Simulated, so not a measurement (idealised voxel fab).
Module name: voxel capacitor over wiring (process module)
Cross-section cut spans 195 nm and uses square cells 5 nm in size.
This document writes a cross-section as a grid whose cells are square, and gives it as bands, listed from the top down; one or more rows of cells form a band. Heights first: top, then bottom, in nm. Then materials, left to right, each with a width in nm. "all across" on a single material: fills the band edge to edge. "air": empty space. Height reference: 0 = level under which incoming wafer is all one material. Lowest band: no bottom, runs on downward, e.g. "0..down". Width: "30..40" (first number = top row, second number = bottom row, same change from row to row of cells). The designation "no alteration", where it is given for a processing step, indicates that no cell of the cross-section was altered in the course of that step. Heads up: "Entrapped voids" only lists the empty pockets with no open path to the top that are 8 cells or more, and it writes them as width x height at distance, distance from the left edge, in nm. Read whatever lies past the settings on a step's line as the simulator's own remark about the step. Each step line may optionally specify "overlay nm", which for a step with a mask gives the rightward distance between the mask's planned place and where it lay, a negative value indicating the leftward direction.

STEPS PLANNED FOR THE PROCESS
- 1: RECEIVE with material Si
- 2: CONFORMAL_DEP with material SiO2, thk nm 10
- 3: DIRECTIONAL_DEP with material TiN, thk nm 5
- 4: DIRECTIONAL_DEP with material W, thk nm 25
- 5: DIRECTIONAL_DEP with material aC, thk nm 15
- 6: PATTERN with tone cover, mask id METAL_1, material resist, width nm 30, pitch nm 85, thk nm 30, overlay nm 0
- 7: DIRECTIONAL_ETCH with etch materials aC, depth nm 15
- 8: STRIP with etch materials resist
- 9: DIRECTIONAL_ETCH with etch materials W, depth nm 25
- 10: DIRECTIONAL_ETCH with etch materials TiN, depth nm 5
- 11: STRIP with etch materials aC
- 12: FILL_DEP with material lowk, thk nm 10
- 13: CMP with height nm 40
- 14: CONFORMAL_DEP with material SiCN, thk nm 5
- 15: DIRECTIONAL_DEP with material lowk, thk nm 15
- 16: MASKED_ETCH with tone open, mask id PLUG_1, width nm 15, etch materials lowk, depth nm 15, overlay nm 0
- 17: MASKED_ETCH with tone open, mask id PLUG_1, width nm 15, etch materials SiCN, depth nm 5, overlay nm 0
- 18: EPI with material Ru, thk nm 10
- 19: EPI with material Ru, thk nm 10
- 20: DIRECTIONAL_DEP with material TiN, thk nm 10
- 21: DIRECTIONAL_DEP with material Al2O3, thk nm 5
- 22: DIRECTIONAL_DEP with material TiN, thk nm 10
- 23: MASKED_ETCH with tone cover, mask id UPPER_PLATE, width nm 60, etch materials TiN, depth nm 10, overlay nm 0
- 24: MASKED_ETCH with tone cover, mask id UPPER_PLATE, width nm 60, etch materials Al2O3, depth nm 5, overlay nm 0
- 25: DIRECTIONAL_DEP with material aC, thk nm 15
- 26: PATTERN with tone cover, mask id LOWER_PLATE, material resist, width nm 70, thk nm 30, overlay nm 0
- 27: DIRECTIONAL_ETCH with etch materials aC, depth nm 15
- 28: STRIP with etch materials resist
- 29: DIRECTIONAL_ETCH with etch materials TiN, depth nm 10
- 30: STRIP with etch materials aC
- 31: FILL_DEP with material SiO2, thk nm 20
- 32: CMP with height nm 100
- 33: PATTERN with tone open, mask id PLUG_2, material resist, width nm 15, thk nm 15, overlay nm 0
- 34: DIRECTIONAL_ETCH with etch materials SiO2, depth nm 15
- 35: STRIP with etch materials resist
- 36: CONFORMAL_DEP with material TiN, thk nm 5
- 37: FILL_DEP with material W, thk nm 5
- 38: CMP with height nm 100
- 39: CONFORMAL_DEP with material SiCN, thk nm 5

FIRST WAFER OUT OF TWO, PROCESSED AS PLANNED

CROSS-SECTIONAL VIEW OF THE WAFER IN ITS AS-RECEIVED CONDITION, CORRESPONDING TO THE STATE AFTER STEP 1
  0..down = Si all across
  Entrapped voids: none

STEP 2 DONE - WAFER CROSS-SECTION
  10..0 = SiO2 all across
  At heights below 0, the structure remains unaltered.

STEP 3 DONE - WAFER CROSS-SECTION
  15..10 = TiN all across
  At heights below 10, the structure remains unaltered.

STEP 4 DONE - WAFER CROSS-SECTION
  40..15 = W all across
  At heights below 15, the structure remains unaltered.

STEP 5 DONE - WAFER CROSS-SECTION
  55..40 = aC all across
  At heights below 40, the structure remains unaltered.

STEP 6 DONE - WAFER CROSS-SECTION
  85..55 = 40 of air  30 of resist  55 of air  30 of resist  40 of air
  At heights below 55, the structure remains unaltered.

STEP 7 DONE - WAFER CROSS-SECTION
  70..55 = 40 of air  30 of resist  55 of air  30 of resist  40 of air
  55..40 = 40 of air  30 of aC  55 of air  30 of aC  40 of air
  At heights below 40, the structure remains unaltered.

STEP 8 DONE - WAFER CROSS-SECTION
  55..40 = 40 of air  30 of aC  55 of air  30 of aC  40 of air
  At heights below 40, the structure remains unaltered.

STEP 9 DONE - WAFER CROSS-SECTION
  55..40 = 40 of air  30 of aC  55 of air  30 of aC  40 of air
  40..15 = 40 of air  30 of W  55 of air  30 of W  40 of air
  At heights below 15, the structure remains unaltered.

STEP 10 DONE - WAFER CROSS-SECTION
  55..40 = 40 of air  30 of aC  55 of air  30 of aC  40 of air
  40..15 = 40 of air  30 of W  55 of air  30 of W  40 of air
  15..10 = 40 of air  30 of TiN  55 of air  30 of TiN  40 of air
  At heights below 10, the structure remains unaltered.

STEP 11 DONE - WAFER CROSS-SECTION
  40..15 = 40 of air  30 of W  55 of air  30 of W  40 of air
  At heights below 15, the structure remains unaltered.

STEP 12 DONE - WAFER CROSS-SECTION
  50..40 = lowk all across
  40..15 = 40 of lowk  30 of W  55 of lowk  30 of W  40 of lowk
  15..10 = 40 of lowk  30 of TiN  55 of lowk  30 of TiN  40 of lowk
  At heights below 10, the structure remains unaltered.

STEP 13 DONE - WAFER CROSS-SECTION
  40..15 = 40 of lowk  30 of W  55 of lowk  30 of W  40 of lowk
  At heights below 15, the structure remains unaltered.

STEP 14 DONE - WAFER CROSS-SECTION
  45..40 = SiCN all across
  At heights below 40, the structure remains unaltered.

STEP 15 DONE - WAFER CROSS-SECTION
  60..45 = lowk all across
  At heights below 45, the structure remains unaltered.

STEP 16 DONE - WAFER CROSS-SECTION
  60..45 = 55 of lowk  15 of air  125 of lowk
  At heights below 45, the structure remains unaltered.

STEP 17 DONE - WAFER CROSS-SECTION
  60..45 = 55 of lowk  15 of air  125 of lowk
  45..40 = 55 of SiCN  15 of air  125 of SiCN
  At heights below 40, the structure remains unaltered.

STEP 18 DONE - WAFER CROSS-SECTION
  60..50 = 55 of lowk  15 of air  125 of lowk
  50..45 = 55 of lowk  15 of Ru  125 of lowk
  45..40 = 55 of SiCN  15 of Ru  125 of SiCN
  At heights below 40, the structure remains unaltered.

STEP 19 DONE - WAFER CROSS-SECTION
  60..45 = 55 of lowk  15 of Ru  125 of lowk
  At heights below 45, the structure remains unaltered.

STEP 20 DONE - WAFER CROSS-SECTION
  70..60 = TiN all across
  At heights below 60, the structure remains unaltered.

STEP 21 DONE - WAFER CROSS-SECTION
  75..70 = Al2O3 all across
  At heights below 70, the structure remains unaltered.

STEP 22 DONE - WAFER CROSS-SECTION
  85..75 = TiN all across
  At heights below 75, the structure remains unaltered.

STEP 23 DONE - WAFER CROSS-SECTION
  85..75 = 55 of air  60 of TiN  80 of air
  At heights below 75, the structure remains unaltered.

STEP 24 DONE - WAFER CROSS-SECTION
  85..75 = 55 of air  60 of TiN  80 of air
  75..70 = 55 of air  60 of Al2O3  80 of air
  At heights below 70, the structure remains unaltered.

STEP 25 DONE - WAFER CROSS-SECTION
  100..85 = 55 of air  60 of aC  80 of air
  85..75 = 55 of aC  60 of TiN  80 of aC
  75..70 = 55 of aC  60 of Al2O3  80 of aC
  At heights below 70, the structure remains unaltered.

STEP 26 DONE - WAFER CROSS-SECTION
  130..100 = 50 of air  70 of resist  75 of air
  100..85 = 50 of air  5 of resist  60 of aC  5 of resist  75 of air
  At heights below 85, the structure remains unaltered.

STEP 27 DONE - WAFER CROSS-SECTION
  115..100 = 50 of air  70 of resist  75 of air
  100..85 = 50 of air  5 of resist  60 of aC  5 of resist  75 of air
  85..75 = 50 of air  5 of aC  60 of TiN  5 of aC  75 of air
  75..70 = 50 of air  5 of aC  60 of Al2O3  5 of aC  75 of air
  At heights below 70, the structure remains unaltered.

STEP 28 DONE - WAFER CROSS-SECTION
  100..85 = 55 of air  60 of aC  80 of air
  At heights below 85, the structure remains unaltered.

STEP 29 DONE - WAFER CROSS-SECTION
  100..85 = 55 of air  60 of aC  80 of air
  85..75 = 50 of air  5 of aC  60 of TiN  5 of aC  75 of air
  75..70 = 50 of air  5 of aC  60 of Al2O3  5 of aC  75 of air
  70..60 = 50 of air  70 of TiN  75 of air
  At heights below 60, the structure remains unaltered.

STEP 30 DONE - WAFER CROSS-SECTION
  85..75 = 55 of air  60 of TiN  80 of air
  75..70 = 55 of air  60 of Al2O3  80 of air
  At heights below 70, the structure remains unaltered.

STEP 31 DONE - WAFER CROSS-SECTION
  105..85 = SiO2 all across
  85..75 = 55 of SiO2  60 of TiN  80 of SiO2
  75..70 = 55 of SiO2  60 of Al2O3  80 of SiO2
  70..60 = 50 of SiO2  70 of TiN  75 of SiO2
  At heights below 60, the structure remains unaltered.

STEP 32 DONE - WAFER CROSS-SECTION
  100..85 = SiO2 all across
  At heights below 85, the structure remains unaltered.

STEP 33 DONE - WAFER CROSS-SECTION
  115..100 = 65 of resist  15 of air  115 of resist
  At heights below 100, the structure remains unaltered.

STEP 34 DONE - WAFER CROSS-SECTION
  115..100 = 65 of resist  15 of air  115 of resist
  100..85 = 65 of SiO2  15 of air  115 of SiO2
  At heights below 85, the structure remains unaltered.

STEP 35 DONE - WAFER CROSS-SECTION
  100..85 = 65 of SiO2  15 of air  115 of SiO2
  At heights below 85, the structure remains unaltered.

STEP 36 DONE - WAFER CROSS-SECTION
  105..100 = 70 of TiN  5 of air  120 of TiN
  100..90 = 65 of SiO2  5 of TiN  5 of air  5 of TiN  115 of SiO2
  90..85 = 65 of SiO2  15 of TiN  115 of SiO2
  At heights below 85, the structure remains unaltered.

STEP 37 DONE - WAFER CROSS-SECTION
  110..105 = W all across
  105..100 = 70 of TiN  5 of W  120 of TiN
  100..90 = 65 of SiO2  5 of TiN  5 of W  5 of TiN  115 of SiO2
  At heights below 90, the structure remains unaltered.

STEP 38 DONE - WAFER CROSS-SECTION
  100..90 = 65 of SiO2  5 of TiN  5 of W  5 of TiN  115 of SiO2
  At heights below 90, the structure remains unaltered.

STEP 39 DONE - WAFER CROSS-SECTION
  105..100 = SiCN all across
  At heights below 100, the structure remains unaltered.

SECOND WAFER, SAME STARTING CONDITIONS AND RECIPE AS THE FIRST, ONE MISTAKE IN EXECUTING IT, NOTHING DIFFERS FROM THE FIRST UP TO AND INCLUDING STEP 17

SECOND WAFER, CUT VIEW, END OF STEP 19 PER PLAN
  70..60 = 45 of air  35 of Ru  115 of air
  60..45 = 55 of lowk  15 of Ru  125 of lowk
  45..40 = 55 of SiCN  15 of Ru  125 of SiCN
  At heights below 40, the structure remains unaltered.

SECOND WAFER, CUT VIEW, END OF STEP 20 PER PLAN
  80..70 = 45 of air  35 of TiN  115 of air
  70..60 = 45 of TiN  35 of Ru  115 of TiN
  At heights below 60, the structure remains unaltered.

SECOND WAFER, CUT VIEW, END OF STEP 21 PER PLAN
  85..80 = 45 of air  35 of Al2O3  115 of air
  80..75 = 45 of air  35 of TiN  115 of air
  75..70 = 45 of Al2O3  35 of TiN  115 of Al2O3
  At heights below 70, the structure remains unaltered.

SECOND WAFER, CUT VIEW, END OF STEP 22 PER PLAN
  95..85 = 45 of air  35 of TiN  115 of air
  85..80 = 45 of TiN  35 of Al2O3  115 of TiN
  80..75 = TiN all across
  At heights below 75, the structure remains unaltered.

SECOND WAFER, CUT VIEW, END OF STEP 23 PER PLAN
  95..85 = 55 of air  25 of TiN  115 of air
  85..80 = 45 of air  35 of Al2O3  35 of TiN  80 of air
  80..75 = 45 of air  70 of TiN  80 of air
  At heights below 75, the structure remains unaltered.

SECOND WAFER, CUT VIEW, END OF STEP 24 PER PLAN
  95..85 = 55 of air  25 of TiN  115 of air
  85..80 = 55 of air  25 of Al2O3  35 of TiN  80 of air
  80..75 = 45 of air  70 of TiN  80 of air
  75..70 = 45 of air  35 of TiN  35 of Al2O3  80 of air
  At heights below 70, the structure remains unaltered.

SECOND WAFER, CUT VIEW, END OF STEP 25 PER PLAN
  110..100 = 55 of air  25 of aC  115 of air
  100..95 = 55 of air  60 of aC  80 of air
  95..85 = 45 of air  10 of aC  25 of TiN  35 of aC  80 of air
  85..80 = 55 of aC  25 of Al2O3  35 of TiN  80 of aC
  80..75 = 45 of aC  70 of TiN  80 of aC
  75..70 = 45 of aC  35 of TiN  35 of Al2O3  80 of aC
  At heights below 70, the structure remains unaltered.

SECOND WAFER, CUT VIEW, END OF STEP 26 PER PLAN
  140..110 = 50 of air  70 of resist  75 of air
  110..100 = 50 of air  5 of resist  25 of aC  40 of resist  75 of air
  100..95 = 50 of air  5 of resist  60 of aC  5 of resist  75 of air
  95..85 = 45 of air  10 of aC  25 of TiN  35 of aC  5 of resist  75 of air
  At heights below 85, the structure remains unaltered.

SECOND WAFER, CUT VIEW, END OF STEP 27 PER PLAN
  125..110 = 50 of air  70 of resist  75 of air
  110..100 = 50 of air  5 of resist  25 of aC  40 of resist  75 of air
  100..95 = 50 of air  5 of resist  60 of aC  5 of resist  75 of air
  95..85 = 50 of air  5 of aC  25 of TiN  35 of aC  5 of resist  75 of air
  85..80 = 50 of air  5 of aC  25 of Al2O3  35 of TiN  5 of aC  75 of air
  80..75 = 45 of air  70 of TiN  5 of aC  75 of air
  75..70 = 45 of air  35 of TiN  35 of Al2O3  5 of aC  75 of air
  At heights below 70, the structure remains unaltered.

SECOND WAFER, CUT VIEW, END OF STEP 28 PER PLAN
  110..100 = 55 of air  25 of aC  115 of air
  100..95 = 55 of air  60 of aC  80 of air
  95..85 = 50 of air  5 of aC  25 of TiN  35 of aC  80 of air
  At heights below 85, the structure remains unaltered.

SECOND WAFER, CUT VIEW, END OF STEP 29 PER PLAN
  110..100 = 55 of air  25 of aC  115 of air
  100..95 = 55 of air  60 of aC  80 of air
  95..85 = 50 of air  5 of aC  25 of TiN  35 of aC  80 of air
  85..80 = 50 of air  5 of aC  25 of Al2O3  35 of TiN  5 of aC  75 of air
  80..75 = 50 of air  65 of TiN  5 of aC  75 of air
  75..70 = 50 of air  30 of TiN  35 of Al2O3  5 of aC  75 of air
  70..60 = 45 of air  35 of Ru  40 of TiN  75 of air
  At heights below 60, the structure remains unaltered.

SECOND WAFER, CUT VIEW, END OF STEP 30 PER PLAN
  95..85 = 55 of air  25 of TiN  115 of air
  85..80 = 55 of air  25 of Al2O3  35 of TiN  80 of air
  80..75 = 50 of air  65 of TiN  80 of air
  75..70 = 50 of air  30 of TiN  35 of Al2O3  80 of air
  At heights below 70, the structure remains unaltered.

SECOND WAFER, CUT VIEW, END OF STEP 31 PER PLAN
  115..95 = SiO2 all across
  95..85 = 55 of SiO2  25 of TiN  115 of SiO2
  85..80 = 55 of SiO2  25 of Al2O3  35 of TiN  80 of SiO2
  80..75 = 50 of SiO2  65 of TiN  80 of SiO2
  75..70 = 50 of SiO2  30 of TiN  35 of Al2O3  80 of SiO2
  70..60 = 45 of SiO2  35 of Ru  40 of TiN  75 of SiO2
  At heights below 60, the structure remains unaltered.

SECOND WAFER, CUT VIEW, END OF STEP 32 PER PLAN
  100..95 = SiO2 all across
  At heights below 95, the structure remains unaltered.

SECOND WAFER, CUT VIEW, END OF STEP 33 PER PLAN
  115..100 = 65 of resist  15 of air  115 of resist
  At heights below 100, the structure remains unaltered.

SECOND WAFER, CUT VIEW, END OF STEP 34 PER PLAN
  115..100 = 65 of resist  15 of air  115 of resist
  100..95 = 65 of SiO2  15 of air  115 of SiO2
  At heights below 95, the structure remains unaltered.

SECOND WAFER, CUT VIEW, END OF STEP 35 PER PLAN
  100..95 = 65 of SiO2  15 of air  115 of SiO2
  At heights below 95, the structure remains unaltered.

SECOND WAFER, CUT VIEW, END OF STEP 36 PER PLAN
  105..100 = 70 of TiN  5 of air  120 of TiN
  100..95 = 65 of SiO2  15 of TiN  115 of SiO2
  At heights below 95, the structure remains unaltered.

SECOND WAFER, CUT VIEW, END OF STEP 37 PER PLAN
  110..105 = W all across
  105..100 = 70 of TiN  5 of W  120 of TiN
  At heights below 100, the structure remains unaltered.

SECOND WAFER, CUT VIEW, END OF STEP 38 PER PLAN
  100..95 = 65 of SiO2  15 of TiN  115 of SiO2
  At heights below 95, the structure remains unaltered.

SECOND WAFER, CUT VIEW, END OF STEP 39 PER PLAN
  105..100 = SiCN all across
  At heights below 100, the structure remains unaltered.
What was the processing mistake? one of 18 and 19 ran twice, no way to know which since they are all identical
Counted in cells at the end, the second wafer holds more or fewer of these materials than the first: Ru: 14 more, SiO2: 8 fewer, TiN: 4 fewer, W: 2 fewer
